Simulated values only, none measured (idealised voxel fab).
process module | voxel transistor to metal
cross-section cut | 155 nm wide | cells 5 nm
A cross-section is a grid of square cells, given in bands from the top down. A band is one or more rows of cells.
Each band's line starts with the height of the band's top and of its bottom, in nm. Then come its materials from left to right, each with its width in nm. One material with "throughout" fills the band from edge to edge. "air" is empty space.
Height 0 is the level under which the wafer as received is all one material. The lowest band goes on downwards, as in "0 down".
A width such as "30 to 40" changes by the same amount from each row of cells to the next, from the band's top row to its bottom row.
"no change" after a step means that no cell of the cross-section changed.
closed voids: empty space of 8 cells or more with no open way to the top, each as width x height at its distance from the left edge, in nm
after a step's settings: what the simulator itself notes on the step
overlay nm, on a step with a mask: how far to the right of its planned place the mask lay; to the left if negative
plan
1 op RECEIVE | material Si
2 op CONFORMAL_DEP | material SiO2 | thk nm 5
3 op CONFORMAL_DEP | material SiN | thk nm 10
4 op PATTERN | tone cover | mask id ACTIVE | material resist | width nm 100 | thk nm 20 | overlay nm 0
5 op DIRECTIONAL_ETCH | etch materials SiN | depth nm 10
6 op DIRECTIONAL_ETCH | etch materials SiO2 | depth nm 5
7 op DIRECTIONAL_ETCH | etch materials Si | depth nm 25
8 op STRIP | etch materials resist
9 op OXIDIZE | depth nm 5
10 op FILL_DEP | material SiO2 | thk nm 5
11 op CMP | height nm 15
12 op SELECTIVE_ETCH | etch materials SiO2 | depth nm 5
13 op STRIP | etch materials SiN
14 op SELECTIVE_ETCH | etch materials SiO2 | depth nm 5
15 op OXIDIZE | depth nm 5
16 op DIRECTIONAL_DEP | material polySi | thk nm 30
17 op DIRECTIONAL_DEP | material SiCN | thk nm 15
18 op MASKED_ETCH | tone cover | mask id GATE | width nm 20 | etch materials SiCN | depth nm 25 | overlay nm 0
19 op MASKED_ETCH | tone cover | mask id GATE | width nm 20 | etch materials polySi | depth nm 40 | overlay nm 0
20 op CONFORMAL_DEP | material SiN | thk nm 10
21 op DIRECTIONAL_ETCH | etch materials SiN | depth nm 10
22 op DIRECTIONAL_ETCH | etch materials SiO2 | depth nm 5
23 op EPI | material SiGe | thk nm 5
24 op FILL_DEP | material SiO2 | thk nm 10
25 op CMP | height nm 45
26 op DIRECTIONAL_DEP | material SiO2 | thk nm 10
27 op PATTERN | tone open | mask id CONTACT | material resist | width nm 15 | pitch nm 65 | thk nm 20 | overlay nm 0
28 op DIRECTIONAL_ETCH | etch materials SiO2 | depth nm 55
29 op STRIP | etch materials resist
30 op CONFORMAL_DEP | material TiN | thk nm 5
31 op FILL_DEP | material W | thk nm 5
32 op CMP | height nm 55
33 op DIRECTIONAL_DEP | material TiN | thk nm 5
34 op DIRECTIONAL_DEP | material Ru | thk nm 20
35 op PATTERN | tone cover | mask id METAL_1 | material resist | width nm 15 | pitch nm 65 | thk nm 20 | overlay nm 0
36 op DIRECTIONAL_ETCH | etch materials Ru | depth nm 20
37 op DIRECTIONAL_ETCH | etch materials TiN | depth nm 5
38 op STRIP | etch materials resist
39 op FILL_DEP | material SiO2 | thk nm 10
40 op CMP | height nm 80
41 op CONFORMAL_DEP | material SiCN | thk nm 5
42 op DIRECTIONAL_DEP | material lowk | thk nm 25
43 op DIRECTIONAL_DEP | material aC | thk nm 10
44 op PATTERN | tone open | mask id METAL_2 | material resist | width nm 15 | pitch nm 65 | thk nm 30 | overlay nm 0
45 op DIRECTIONAL_ETCH | etch materials aC | depth nm 10
46 op STRIP | etch materials resist
47 op DIRECTIONAL_ETCH | etch materials lowk | depth nm 15
48 op STRIP | etch materials aC
49 op MASKED_ETCH | tone open | mask id METAL_2_HOLES | width nm 15 | pitch nm 65 | etch materials lowk | depth nm 10 | overlay nm 0
50 op MASKED_ETCH | tone open | mask id METAL_2_HOLES | width nm 15 | pitch nm 65 | etch materials SiCN | depth nm 5 | overlay nm 0
51 op CONFORMAL_DEP | material TiN | thk nm 5
52 op FILL_DEP | material Cu | thk nm 10
53 op CMP | height nm 110
54 op CONFORMAL_DEP | material SiN | thk nm 5
as received, after step 1
  0 down: Si throughout
  closed voids: none
first wafer at the end, as planned
  115 to 110: SiN throughout
  110 to 85: lowk 35 | TiN 5 | Cu 5 | TiN 5 | lowk 50 | TiN 5 | Cu 5 | TiN 5 | lowk 40
  85 to 80: SiCN 35 | TiN 15 | SiCN 50 | TiN 15 | SiCN 40
  80 to 60: SiO2 35 | Ru 15 | SiO2 50 | Ru 15 | SiO2 40
  60 to 55: SiO2 35 | TiN 15 | SiO2 50 | TiN 15 | SiO2 40
  55 to 45: SiO2 35 | TiN 5 | W 5 | TiN 5 | SiO2 50 | TiN 5 | W 5 | TiN 5 | SiO2 40
  45 to 30: SiO2 35 | TiN 5 | W 5 | TiN 5 | SiO2 5 | SiN 10 | SiCN 20 | SiN 10 | SiO2 5 | TiN 5 | W 5 | TiN 5 | SiO2 40
  30 to 5: SiO2 35 | TiN 5 | W 5 | TiN 5 | SiO2 5 | SiN 10 | polySi 20 | SiN 10 | SiO2 5 | TiN 5 | W 5 | TiN 5 | SiO2 40
  5 to 0: SiO2 20 | SiN 10 | SiO2 5 | TiN 15 | SiO2 5 | SiN 10 | polySi 20 | SiN 10 | SiO2 5 | TiN 15 | SiO2 5 | SiN 10 | SiO2 25
  0 to -5: SiO2 30 | SiGe 25 | SiO2 40 | SiGe 25 | SiO2 35
  -5 to -30: SiO2 30 | Si 90 | SiO2 35
  -30 down: Si throughout
  closed voids: none
second wafer at the end: like start, like plan, one mistake
  115 to 110: SiN throughout
  110 to 85: lowk 35 | TiN 5 | Cu 5 | TiN 5 | lowk 50 | TiN 5 | Cu 5 | TiN 5 | lowk 40
  85 to 80: SiCN 35 | TiN 15 | SiCN 50 | TiN 15 | SiCN 40
  80 to 60: SiO2 35 | Ru 15 | SiO2 50 | Ru 15 | SiO2 40
  60 to 55: SiO2 35 | TiN 15 | SiO2 50 | TiN 15 | SiO2 40
  55 to 45: SiO2 35 | TiN 5 | W 5 | TiN 5 | SiO2 50 | TiN 5 | W 5 | TiN 5 | SiO2 40
  45 to 30: SiO2 35 | TiN 5 | W 5 | TiN 5 | SiO2 5 | SiN 10 | SiCN 20 | SiN 10 | SiO2 5 | TiN 5 | W 5 | TiN 5 | SiO2 40
  30 to 5: SiO2 35 | TiN 5 | W 5 | TiN 5 | SiO2 5 | SiN 10 | polySi 20 | SiN 10 | SiO2 5 | TiN 5 | W 5 | TiN 5 | SiO2 40
  5 to 0: SiO2 20 | SiN 10 | SiO2 5 | TiN 15 | SiO2 5 | SiN 10 | polySi 20 | SiN 10 | SiO2 5 | TiN 15 | SiO2 5 | SiN 10 | SiO2 25
  0 to -5: SiO2 30 | SiGe 25 | SiO2 40 | SiGe 25 | SiO2 35
  -5 to -55: SiO2 30 | Si 90 | SiO2 35
  -55 down: Si throughout
  closed voids: none
what went wrong: step 7 was run twice
at the end the second wafer has, in cells: 65 fewer of Si | 65 more of SiO2
